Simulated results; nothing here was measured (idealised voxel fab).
process module | voxel self aligned vias
cross-section cut | 225 nm wide | cells 5 nm
A cross-section is a grid of square cells, given in bands from the top down. A band is one or more rows of cells.
Each band's line starts with the height of the band's top and of its bottom, in nm. Then come its materials from left to right, each with its width in nm. One material with "throughout" fills the band from edge to edge. "air" is empty space.
Height 0 is the level under which the wafer as received is all one material. The lowest band goes on downwards, as in "0 down".
A width such as "30 to 40" changes by the same amount from each row of cells to the next, from the band's top row to its bottom row.
"no change" after a step means that no cell of the cross-section changed.
closed voids: empty space of 8 cells or more with no open way to the top, each as width x height at its distance from the left edge, in nm
after a step's settings: what the simulator itself notes on the step
overlay nm, on a step with a mask: how far to the right of its planned place the mask lay; to the left if negative
plan
1 op RECEIVE | material Si
2 op CONFORMAL_DEP | material SiO2 | thk nm 10
3 op CONFORMAL_DEP | material SiCN | thk nm 5
4 op DIRECTIONAL_DEP | material SiO2 | thk nm 20
5 op MASKED_ETCH | tone open | mask id LINES | width nm 30 | pitch nm 70 | etch materials SiO2 | depth nm 20 | overlay nm -10
6 op CONFORMAL_DEP | material TiN | thk nm 5
7 op FILL_DEP | material W | thk nm 5
8 op CMP | height nm 35
9 op SELECTIVE_ETCH | etch materials W Ru TiN | depth nm 10
10 op FILL_DEP | material SiN | thk nm 5
11 op CMP | height nm 35
12 op DIRECTIONAL_DEP | material SiO2 | thk nm 20
13 op DIRECTIONAL_DEP | material aC | thk nm 10
14 op PATTERN | tone open | mask id VIAS | material resist | width nm 40 | pitch nm 140 | thk nm 25 | overlay nm 0
15 op DIRECTIONAL_ETCH | etch materials aC | depth nm 10
16 op STRIP | etch materials resist
17 op DIRECTIONAL_ETCH | etch materials SiO2 | depth nm 20
18 op DIRECTIONAL_ETCH | etch materials SiN | depth nm 10
19 op STRIP | etch materials aC
20 op CONFORMAL_DEP | material TiN | thk nm 5
21 op FILL_DEP | material Ru | thk nm 5
22 op CMP | height nm 55
23 op CONFORMAL_DEP | material SiCN | thk nm 5
varied across the wafers: overlay nm of step 5. The plan shows the first wafer's value. All wafers start alike
first wafer as received, after step 1
  0 down: Si throughout
  closed voids: none
each wafer at the end: cells of each material gained (+) or lost (-) since it was received, then its closed voids
overlay nm -10 | +48 Ru | +90 SiCN | +16 SiN | +314 SiO2 | +60 TiN | +12 W | closed voids: none
overlay nm -5 | +52 Ru | +90 SiCN | +12 SiN | +314 SiO2 | +60 TiN | +12 W | closed voids: none
overlay nm 0 | +52 Ru | +90 SiCN | +12 SiN | +314 SiO2 | +60 TiN | +12 W | closed voids: none
overlay nm 5 | +52 Ru | +90 SiCN | +12 SiN | +314 SiO2 | +60 TiN | +12 W | closed voids: none
overlay nm 10 | +48 Ru | +90 SiCN | +16 SiN | +314 SiO2 | +60 TiN | +12 W | closed voids: none
overlay nm 15 | +44 Ru | +90 SiCN | +20 SiN | +314 SiO2 | +60 TiN | +12 W | closed voids: none
